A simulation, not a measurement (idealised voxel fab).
process module | voxel capacitor over wiring
cross-section cut | 160 nm wide | cells 5 nm
A cross-section is a grid of square cells, given in bands from the top down. A band is one or more rows of cells.
Each band's line starts with the height of the band's top and of its bottom, in nm. Then come its materials from left to right, each with its width in nm. One material with "throughout" fills the band from edge to edge. "air" is empty space.
Height 0 is the level under which the wafer as received is all one material. The lowest band goes on downwards, as in "0 down".
A width such as "30 to 40" changes by the same amount from each row of cells to the next, from the band's top row to its bottom row.
"no change" after a step means that no cell of the cross-section changed.
closed voids: empty space of 8 cells or more with no open way to the top, each as width x height at its distance from the left edge, in nm
after a step's settings: what the simulator itself notes on the step
overlay nm, on a step with a mask: how far to the right of its planned place the mask lay; to the left if negative
plan
1 op RECEIVE | material Si
2 op CONFORMAL_DEP | material SiO2 | thk nm 10
3 op CONFORMAL_DEP | material SiCN | thk nm 5
4 op DIRECTIONAL_DEP | material SiO2 | thk nm 25
5 op MASKED_ETCH | tone open | mask id METAL_1 | width nm 20 | pitch nm 75 | etch materials SiO2 | depth nm 25 | overlay nm 0
6 op MASKED_ETCH | tone open | mask id METAL_1 | width nm 20 | pitch nm 75 | etch materials SiCN | depth nm 5 | overlay nm 0
7 op CONFORMAL_DEP | material TiN | thk nm 5
8 op FILL_DEP | material Cu | thk nm 5
9 op CMP | height nm 40
10 op CONFORMAL_DEP | material SiCN | thk nm 5
11 op DIRECTIONAL_DEP | material lowk | thk nm 20
12 op DIRECTIONAL_DEP | material aC | thk nm 15
13 op PATTERN | tone open | mask id PLUG_1 | material resist | width nm 15 | thk nm 35 | overlay nm 0
14 op DIRECTIONAL_ETCH | etch materials aC | depth nm 15
15 op STRIP | etch materials resist
16 op DIRECTIONAL_ETCH | etch materials lowk | depth nm 20
17 op DIRECTIONAL_ETCH | etch materials SiCN | depth nm 5
18 op STRIP | etch materials aC
19 op EPI | material Ru | thk nm 10
20 op EPI | material Ru | thk nm 10
21 op EPI | material Ru | thk nm 5
22 op DIRECTIONAL_DEP | material TiN | thk nm 10
23 op DIRECTIONAL_DEP | material Al2O3 | thk nm 5
24 op DIRECTIONAL_DEP | material TiN | thk nm 5
25 op PATTERN | tone cover | mask id UPPER_PLATE | material resist | width nm 60 | thk nm 15 | overlay nm 0
26 op DIRECTIONAL_ETCH | etch materials TiN | depth nm 5
27 op DIRECTIONAL_ETCH | etch materials Al2O3 | depth nm 5
28 op STRIP | etch materials resist
29 op PATTERN | tone cover | mask id LOWER_PLATE | material resist | width nm 70 | thk nm 15 | overlay nm 0
30 op DIRECTIONAL_ETCH | etch materials TiN | depth nm 10
31 op STRIP | etch materials resist
32 op FILL_DEP | material SiO2 | thk nm 20
33 op CMP | height nm 100
34 op DIRECTIONAL_DEP | material aC | thk nm 15
35 op PATTERN | tone open | mask id PLUG_2 | material resist | width nm 15 | thk nm 30 | overlay nm 0
36 op DIRECTIONAL_ETCH | etch materials aC | depth nm 15
37 op STRIP | etch materials resist
38 op DIRECTIONAL_ETCH | etch materials SiO2 | depth nm 15
39 op STRIP | etch materials aC
40 op CONFORMAL_DEP | material TiN | thk nm 5
41 op FILL_DEP | material Cu | thk nm 5
42 op CMP | height nm 100
43 op CONFORMAL_DEP | material SiCN | thk nm 5
first wafer, as planned
as received, after step 1
  0 down: Si throughout
  closed voids: none
after step 2
  10 to 0: SiO2 throughout
  below 0: unchanged
after step 3
  15 to 10: SiCN throughout
  below 10: unchanged
after step 4
  40 to 15: SiO2 throughout
  below 15: unchanged
after step 5
  40 to 15: SiO2 30 | air 20 | SiO2 55 | air 20 | SiO2 35
  below 15: unchanged
after step 6
  40 to 15: SiO2 30 | air 20 | SiO2 55 | air 20 | SiO2 35
  15 to 10: SiCN 30 | air 20 | SiCN 55 | air 20 | SiCN 35
  below 10: unchanged
after step 7
  45 to 40: TiN 35 | air 10 | TiN 65 | air 10 | TiN 40
  40 to 15: SiO2 30 | TiN 5 | air 10 | TiN 5 | SiO2 55 | TiN 5 | air 10 | TiN 5 | SiO2 35
  15 to 10: SiCN 30 | TiN 20 | SiCN 55 | TiN 20 | SiCN 35
  below 10: unchanged
after step 8
  50 to 45: Cu throughout
  45 to 40: TiN 35 | Cu 10 | TiN 65 | Cu 10 | TiN 40
  40 to 15: SiO2 30 | TiN 5 | Cu 10 | TiN 5 | SiO2 55 | TiN 5 | Cu 10 | TiN 5 | SiO2 35
  below 15: unchanged
after step 9
  40 to 15: SiO2 30 | TiN 5 | Cu 10 | TiN 5 | SiO2 55 | TiN 5 | Cu 10 | TiN 5 | SiO2 35
  below 15: unchanged
after step 10
  45 to 40: SiCN throughout
  below 40: unchanged
after step 11
  65 to 45: lowk throughout
  below 45: unchanged
after step 12
  80 to 65: aC throughout
  below 65: unchanged
after step 13
  115 to 80: resist 35 | air 15 | resist 110
  below 80: unchanged
after step 14
  100 to 80: resist 35 | air 15 | resist 110
  80 to 65: aC 35 | air 15 | aC 110
  below 65: unchanged
after step 15
  80 to 65: aC 35 | air 15 | aC 110
  below 65: unchanged
after step 16
  80 to 65: aC 35 | air 15 | aC 110
  65 to 45: lowk 35 | air 15 | lowk 110
  below 45: unchanged
after step 17
  80 to 65: aC 35 | air 15 | aC 110
  65 to 45: lowk 35 | air 15 | lowk 110
  45 to 40: SiCN 35 | air 15 | SiCN 110
  below 40: unchanged
after step 18
  65 to 45: lowk 35 | air 15 | lowk 110
  below 45: unchanged
after step 19
  65 to 50: lowk 35 | air 15 | lowk 110
  50 to 45: lowk 35 | Ru 15 | lowk 110
  45 to 40: SiCN 35 | Ru 15 | SiCN 110
  below 40: unchanged
after step 20
  65 to 60: lowk 35 | air 15 | lowk 110
  60 to 45: lowk 35 | Ru 15 | lowk 110
  below 45: unchanged
after step 21
  65 to 45: lowk 35 | Ru 15 | lowk 110
  below 45: unchanged
after step 22
  75 to 65: TiN throughout
  below 65: unchanged
after step 23
  80 to 75: Al2O3 throughout
  below 75: unchanged
after step 24
  85 to 80: TiN throughout
  below 80: unchanged
after step 25
  100 to 85: air 35 | resist 60 | air 65
  below 85: unchanged
after step 26
  100 to 85: air 35 | resist 60 | air 65
  85 to 80: air 35 | TiN 60 | air 65
  below 80: unchanged
after step 27
  100 to 85: air 35 | resist 60 | air 65
  85 to 80: air 35 | TiN 60 | air 65
  80 to 75: air 35 | Al2O3 60 | air 65
  below 75: unchanged
after step 28
  85 to 80: air 35 | TiN 60 | air 65
  below 80: unchanged
after step 29
  100 to 85: air 30 | resist 70 | air 60
  85 to 80: air 30 | resist 5 | TiN 60 | resist 5 | air 60
  80 to 75: air 30 | resist 5 | Al2O3 60 | resist 5 | air 60
  below 75: unchanged
after step 30
  100 to 85: air 30 | resist 70 | air 60
  85 to 80: air 30 | resist 5 | TiN 60 | resist 5 | air 60
  80 to 75: air 30 | resist 5 | Al2O3 60 | resist 5 | air 60
  75 to 65: air 30 | TiN 70 | air 60
  below 65: unchanged
after step 31
  85 to 80: air 35 | TiN 60 | air 65
  80 to 75: air 35 | Al2O3 60 | air 65
  below 75: unchanged
after step 32
  105 to 85: SiO2 throughout
  85 to 80: SiO2 35 | TiN 60 | SiO2 65
  80 to 75: SiO2 35 | Al2O3 60 | SiO2 65
  75 to 65: SiO2 30 | TiN 70 | SiO2 60
  below 65: unchanged
after step 33
  100 to 85: SiO2 throughout
  below 85: unchanged
after step 34
  115 to 100: aC throughout
  below 100: unchanged
after step 35
  145 to 115: resist 45 | air 15 | resist 100
  below 115: unchanged
after step 36
  130 to 115: resist 45 | air 15 | resist 100
  115 to 100: aC 45 | air 15 | aC 100
  below 100: unchanged
after step 37
  115 to 100: aC 45 | air 15 | aC 100
  below 100: unchanged
after step 38
  115 to 100: aC 45 | air 15 | aC 100
  100 to 85: SiO2 45 | air 15 | SiO2 100
  below 85: unchanged
after step 39
  100 to 85: SiO2 45 | air 15 | SiO2 100
  below 85: unchanged
after step 40
  105 to 100: TiN 50 | air 5 | TiN 105
  100 to 90: SiO2 45 | TiN 5 | air 5 | TiN 5 | SiO2 100
  90 to 80: SiO2 45 to 35 | TiN 15 to 60 | SiO2 100 to 65
  below 80: unchanged
after step 41
  110 to 105: Cu throughout
  105 to 100: TiN 50 | Cu 5 | TiN 105
  100 to 90: SiO2 45 | TiN 5 | Cu 5 | TiN 5 | SiO2 100
  below 90: unchanged
after step 42
  100 to 90: SiO2 45 | TiN 5 | Cu 5 | TiN 5 | SiO2 100
  below 90: unchanged
after step 43
  105 to 100: SiCN throughout
  below 100: unchanged
second wafer: like start, like plan, one mistake. Through step 34 it matches the first wafer
when step 35 should have ended
  145 to 115: resist 45 | air 20 | resist 95
  below 115: unchanged
when step 36 should have ended
  130 to 115: resist 45 | air 20 | resist 95
  115 to 100: aC 45 | air 20 | aC 95
  below 100: unchanged
when step 37 should have ended
  115 to 100: aC 45 | air 20 | aC 95
  below 100: unchanged
when step 38 should have ended
  115 to 100: aC 45 | air 20 | aC 95
  100 to 85: SiO2 45 | air 20 | SiO2 95
  below 85: unchanged
when step 39 should have ended
  100 to 85: SiO2 45 | air 20 | SiO2 95
  below 85: unchanged
when step 40 should have ended
  105 to 100: TiN 50 | air 10 | TiN 100
  100 to 90: SiO2 45 | TiN 5 | air 10 | TiN 5 | SiO2 95
  90 to 80: SiO2 45 to 35 | TiN 20 to 60 | SiO2 95 to 65
  below 80: unchanged
when step 41 should have ended
  110 to 105: Cu throughout
  105 to 100: TiN 50 | Cu 10 | TiN 100
  100 to 90: SiO2 45 | TiN 5 | Cu 10 | TiN 5 | SiO2 95
  below 90: unchanged
when step 42 should have ended
  100 to 90: SiO2 45 | TiN 5 | Cu 10 | TiN 5 | SiO2 95
  below 90: unchanged
when step 43 should have ended
  105 to 100: SiCN throughout
  below 100: unchanged
what went wrong: step 35 ran as: op PATTERN | tone open | mask id PLUG_2 | material resist | width nm 20 | thk nm 30 | overlay nm 0
at the end the second wafer has, in cells: 2 more of Cu | 3 fewer of SiO2 | 1 more of TiN
